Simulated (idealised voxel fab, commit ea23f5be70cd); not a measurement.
process module | voxel self aligned contacts
cross-section cut | 250 nm wide | cells 5 nm
A cross-section is a grid of square cells, given in bands from the top down. A band is one or more rows of cells.
Each band's line starts with the height of the band's top and of its bottom, in nm. Then come its materials from left to right, each with its width in nm. One material with "throughout" fills the band from edge to edge. "air" is empty space.
Height 0 is the level under which the wafer as received is all one material. The lowest band goes on downwards, as in "0 down".
A width such as "30 to 40" changes by the same amount from each row of cells to the next, from the band's top row to its bottom row.
"no change" after a step means that no cell of the cross-section changed.
closed voids: empty space of 8 cells or more with no open way to the top, each as width x height at its distance from the left edge, in nm
after a step's settings: what the simulator itself notes on the step
overlay nm, on a step with a mask: how far to the right of its planned place the mask lay; to the left if negative
plan
1 op RECEIVE | material Si
2 op OXIDIZE | depth nm 5
3 op DIRECTIONAL_DEP | material polySi | thk nm 30
4 op DIRECTIONAL_DEP | material SiN | thk nm 20
5 op DIRECTIONAL_DEP | material aC | thk nm 15
6 op PATTERN | tone cover | mask id GATE | material resist | width nm 35 | pitch nm 65 | thk nm 30 | overlay nm 0
7 op DIRECTIONAL_ETCH | etch materials aC | depth nm 15
8 op STRIP | etch materials resist
9 op DIRECTIONAL_ETCH | etch materials SiN | depth nm 20
10 op DIRECTIONAL_ETCH | etch materials polySi | depth nm 30
11 op STRIP | etch materials aC
12 op CONFORMAL_DEP | material SiN | thk nm 5
13 op DIRECTIONAL_ETCH | etch materials SiN | depth nm 5
14 op FILL_DEP | material SiO2 | thk nm 20
15 op CMP | height nm 60
16 op DIRECTIONAL_DEP | material aC | thk nm 15
17 op PATTERN | tone open | mask id CONTACT | material resist | width nm 40 | pitch nm 65 | thk nm 30 | overlay nm 0
18 op DIRECTIONAL_ETCH | etch materials aC | depth nm 15
19 op STRIP | etch materials resist
20 op DIRECTIONAL_ETCH | etch materials SiO2 | depth nm 65
21 op STRIP | etch materials aC
22 op CONFORMAL_DEP | material TiN | thk nm 5
23 op FILL_DEP | material Ru | thk nm 5
24 op CMP | height nm 60
25 op CONFORMAL_DEP | material SiCN | thk nm 5
as received, after step 1
  0 down: Si throughout
  closed voids: none
first wafer at the end, as planned
  65 to 60: SiCN throughout
  60 to 50: SiO2 70 | TiN 5 to 15 | Ru 30 to 10 | TiN 5 to 15 | SiO2 25 | TiN 5 to 15 | Ru 30 to 10 | TiN 5 to 15 | SiO2 75
  50 to 30: SiO2 35 | SiN 45 | TiN 5 | Ru 10 | TiN 5 | SiN 45 | TiN 5 | Ru 10 | TiN 5 | SiN 45 | SiO2 40
  30 to 0: SiO2 35 | SiN 5 | polySi 35 | SiN 5 | TiN 5 | Ru 10 | TiN 5 | SiN 5 | polySi 35 | SiN 5 | TiN 5 | Ru 10 | TiN 5 | SiN 5 | polySi 35 | SiN 5 | SiO2 40
  0 to -5: SiO2 80 | TiN 20 | SiO2 45 | TiN 20 | SiO2 85
  -5 down: Si throughout
  closed voids: none
second wafer at the end: like start, like plan, one mistake
  65 to 60: SiCN throughout
  60 to 35: SiO2 35 | SiN 5 | polySi 35 | SiN 5 | TiN 5 | Ru 10 | TiN 5 | SiN 5 | polySi 35 | SiN 5 | TiN 5 | Ru 10 | TiN 5 | SiN 5 | polySi 35 | SiN 5 | SiO2 40
  35 to 30: SiO2 35 | SiN 5 | polySi 35 | SiN 5 | TiN 20 | SiN 5 | polySi 35 | SiN 5 | TiN 20 | SiN 5 | polySi 35 | SiN 5 | SiO2 40
  30 to 0: polySi throughout
  0 to -5: SiO2 throughout
  -5 down: Si throughout
  closed voids: none
what went wrong: step 3 was run twice
at the end the second wafer has, in cells: 36 fewer of Ru | 108 fewer of SiN | 120 fewer of SiO2 | 36 fewer of TiN | 300 more of polySi
